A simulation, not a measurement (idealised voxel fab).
Title: Process Module voxel self aligned contacts
Displayed cross-section: cut, width of 290 nm, square cells sized 5 nm.
Think of the cross-section as a grid of square cells. We describe it in bands, top to bottom, and each band covers one or more rows of those cells. Within each band entry, the heights of the top and of the bottom of the band appear first, in that order and in nm; the materials of the band then follow from left to right, each with its corresponding width in nm. The designation "all across" on a single material indicates that it fills the band from edge to edge; the designation "empty" indicates empty space. Beneath 0, the wafer as received is one material, and that level is where height counting begins. The lowest band goes on downward without a bottom; it is written like "0 down". Graded width ("30->40"): value in top row of band = first number; value in bottom row = second number; row-to-row change constant. Step note "all unchanged" = no cross-section cell changed. "Sealed internal voids": sealed empty spaces, 8 cells or more, no open way to top, listed width x height at distance, with distance from the left edge and width, height and distance in nm. That trailing text on a step's line, after the settings, is the simulator's own remark on the step. Regarding "overlay nm": on a step with a mask, it is the distance the mask lay to the right of its planned place; a negative value places it to the left.

List of planned process steps:
| 1 | op RECEIVE | material Si |
| 2 | op CONFORMAL_DEP | material SiO2 | thk nm 5 |
| 3 | op DIRECTIONAL_DEP | material polySi | thk nm 20 |
| 4 | op DIRECTIONAL_DEP | material SiN | thk nm 25 |
| 5 | op DIRECTIONAL_DEP | material aC | thk nm 15 |
| 6 | op PATTERN | tone cover | mask id GATE | material resist | width nm 30 | pitch nm 65 | thk nm 35 | overlay nm 0 |
| 7 | op DIRECTIONAL_ETCH | etch materials aC | depth nm 15 |
| 8 | op STRIP | etch materials resist |
| 9 | op DIRECTIONAL_ETCH | etch materials SiN | depth nm 25 |
| 10 | op DIRECTIONAL_ETCH | etch materials polySi | depth nm 20 |
| 11 | op STRIP | etch materials aC |
| 12 | op CONFORMAL_DEP | material SiN | thk nm 10 |
| 13 | op DIRECTIONAL_ETCH | etch materials SiN | depth nm 10 |
| 14 | op FILL_DEP | material SiO2 | thk nm 15 |
| 15 | op CMP | height nm 60 |
| 16 | op DIRECTIONAL_DEP | material aC | thk nm 10 |
| 17 | op PATTERN | tone open | mask id CONTACT | material resist | width nm 45 | pitch nm 65 | thk nm 25 | overlay nm 0 |
| 18 | op DIRECTIONAL_ETCH | etch materials aC | depth nm 10 |
| 19 | op STRIP | etch materials resist |
| 20 | op DIRECTIONAL_ETCH | etch materials SiO2 | depth nm 60 |
| 21 | op STRIP | etch materials aC |
| 22 | op CONFORMAL_DEP | material TiN | thk nm 5 |
| 23 | op FILL_DEP | material Ru | thk nm 10 |
| 24 | op CMP | height nm 60 |
| 25 | op CONFORMAL_DEP | material SiN | thk nm 5 |

The first of the two wafers, which ran as planned:

As-received wafer cross-section (after step 1):
    0 down  Si all across
    Sealed internal voids: none

After step 2: wafer cross-section:
    5 to 0  SiO2 all across
    Heights below 0 show no change.

After step 3: wafer cross-section:
    25 to 5  polySi all across
    Heights below 5 show no change.

After step 4: wafer cross-section:
    50 to 25  SiN all across
    Heights below 25 show no change.

After step 5: wafer cross-section:
    65 to 50  aC all across
    Heights below 50 show no change.

After step 6: wafer cross-section:
    100 to 65  empty 65, resist 30, empty 35, resist 30, empty 35, resist 30, empty 65
    Heights below 65 show no change.

After step 7: wafer cross-section:
    85 to 65  empty 65, resist 30, empty 35, resist 30, empty 35, resist 30, empty 65
    65 to 50  empty 65, aC 30, empty 35, aC 30, empty 35, aC 30, empty 65
    Heights below 50 show no change.

After step 8: wafer cross-section:
    65 to 50  empty 65, aC 30, empty 35, aC 30, empty 35, aC 30, empty 65
    Heights below 50 show no change.

After step 9: wafer cross-section:
    65 to 50  empty 65, aC 30, empty 35, aC 30, empty 35, aC 30, empty 65
    50 to 25  empty 65, SiN 30, empty 35, SiN 30, empty 35, SiN 30, empty 65
    Heights below 25 show no change.

After step 10: wafer cross-section:
    65 to 50  empty 65, aC 30, empty 35, aC 30, empty 35, aC 30, empty 65
    50 to 25  empty 65, SiN 30, empty 35, SiN 30, empty 35, SiN 30, empty 65
    25 to 5  empty 65, polySi 30, empty 35, polySi 30, empty 35, polySi 30, empty 65
    Heights below 5 show no change.

After step 11: wafer cross-section:
    50 to 25  empty 65, SiN 30, empty 35, SiN 30, empty 35, SiN 30, empty 65
    Heights below 25 show no change.

After step 12: wafer cross-section:
    60 to 25  empty 55, SiN 50, empty 15, SiN 50, empty 15, SiN 50, empty 55
    25 to 15  empty 55, SiN 10, polySi 30, SiN 10, empty 15, SiN 10, polySi 30, SiN 10, empty 15, SiN 10, polySi 30, SiN 10, empty 55
    15 to 5  SiN 65, polySi 30, SiN 35, polySi 30, SiN 35, polySi 30, SiN 65
    Heights below 5 show no change.

After step 13: wafer cross-section:
    50 to 25  empty 55, SiN 50, empty 15, SiN 50, empty 15, SiN 50, empty 55
    25 to 5  empty 55, SiN 10, polySi 30, SiN 10, empty 15, SiN 10, polySi 30, SiN 10, empty 15, SiN 10, polySi 30, SiN 10, empty 55
    Heights below 5 show no change.

After step 14: wafer cross-section:
    65 to 50  SiO2 all across
    50 to 25  SiO2 55, SiN 50, SiO2 15, SiN 50, SiO2 15, SiN 50, SiO2 55
    25 to 5  SiO2 55, SiN 10, polySi 30, SiN 10, SiO2 15, SiN 10, polySi 30, SiN 10, SiO2 15, SiN 10, polySi 30, SiN 10, SiO2 55
    Heights below 5 show no change.

After step 15: wafer cross-section:
    60 to 50  SiO2 all across
    Heights below 50 show no change.

After step 16: wafer cross-section:
    70 to 60  aC all across
    Heights below 60 show no change.

After step 17: wafer cross-section:
    95 to 70  resist 90, empty 45, resist 20, empty 45, resist 90
    Heights below 70 show no change.

After step 18: wafer cross-section:
    85 to 70  resist 90, empty 45, resist 20, empty 45, resist 90
    70 to 60  aC 90, empty 45, aC 20, empty 45, aC 90
    Heights below 60 show no change.

After step 19: wafer cross-section:
    70 to 60  aC 90, empty 45, aC 20, empty 45, aC 90
    Heights below 60 show no change.

After step 20: wafer cross-section:
    70 to 60  aC 90, empty 45, aC 20, empty 45, aC 90
    60 to 50  SiO2 90, empty 45, SiO2 20, empty 45, SiO2 90
    50 to 25  SiO2 55, SiN 50, empty 15, SiN 50, empty 15, SiN 50, SiO2 55
    25 to 5  SiO2 55, SiN 10, polySi 30, SiN 10, empty 15, SiN 10, polySi 30, SiN 10, empty 15, SiN 10, polySi 30, SiN 10, SiO2 55
    5 to 0  SiO2 105, empty 15, SiO2 50, empty 15, SiO2 105
    Heights below 0 show no change.

After step 21: wafer cross-section:
    60 to 50  SiO2 90, empty 45, SiO2 20, empty 45, SiO2 90
    Heights below 50 show no change.

After step 22: wafer cross-section:
    65 to 60  TiN 95, empty 35, TiN 30, empty 35, TiN 95
    60 to 50  SiO2 90, TiN 5->20, empty 35->5, TiN 5->20, SiO2 20, TiN 5->20, empty 35->5, TiN 5->20, SiO2 90
    50 to 25  SiO2 55, SiN 50, TiN 5, empty 5, TiN 5, SiN 50, TiN 5, empty 5, TiN 5, SiN 50, SiO2 55
    25 to 5  SiO2 55, SiN 10, polySi 30, SiN 10, TiN 5, empty 5, TiN 5, SiN 10, polySi 30, SiN 10, TiN 5, empty 5, TiN 5, SiN 10, polySi 30, SiN 10, SiO2 55
    5 to 0  SiO2 105, TiN 15, SiO2 50, TiN 15, SiO2 105
    Heights below 0 show no change.

After step 23: wafer cross-section:
    75 to 65  Ru all across
    65 to 60  TiN 95, Ru 35, TiN 30, Ru 35, TiN 95
    60 to 50  SiO2 90, TiN 5->20, Ru 35->5, TiN 5->20, SiO2 20, TiN 5->20, Ru 35->5, TiN 5->20, SiO2 90
    50 to 25  SiO2 55, SiN 50, TiN 5, Ru 5, TiN 5, SiN 50, TiN 5, Ru 5, TiN 5, SiN 50, SiO2 55
    25 to 5  SiO2 55, SiN 10, polySi 30, SiN 10, TiN 5, Ru 5, TiN 5, SiN 10, polySi 30, SiN 10, TiN 5, Ru 5, TiN 5, SiN 10, polySi 30, SiN 10, SiO2 55
    Heights below 5 show no change.

After step 24: wafer cross-section:
    60 to 50  SiO2 90, TiN 5->20, Ru 35->5, TiN 5->20, SiO2 20, TiN 5->20, Ru 35->5, TiN 5->20, SiO2 90
    Heights below 50 show no change.

After step 25: wafer cross-section:
    65 to 60  SiN all across
    Heights below 60 show no change.

It is to be noted that the second wafer proceeded from the same initial state and according to the same plan as the first, although one mistake was committed in its execution; through step 23, inclusive, the two wafers share an identical history:

Second wafer profile in section, at the moment step 24 of the plan was meant to be complete: all unchanged

Second wafer profile in section, at the moment step 25 of the plan was meant to be complete:
    80 to 75  SiN all across
    Heights below 75 show no change.
Run error: step 24 of the plan never got run, it was skipped over
Per the end-of-run cell counts, the second wafer holds more or fewer of some materials than the first: +130 Ru | +44 TiN
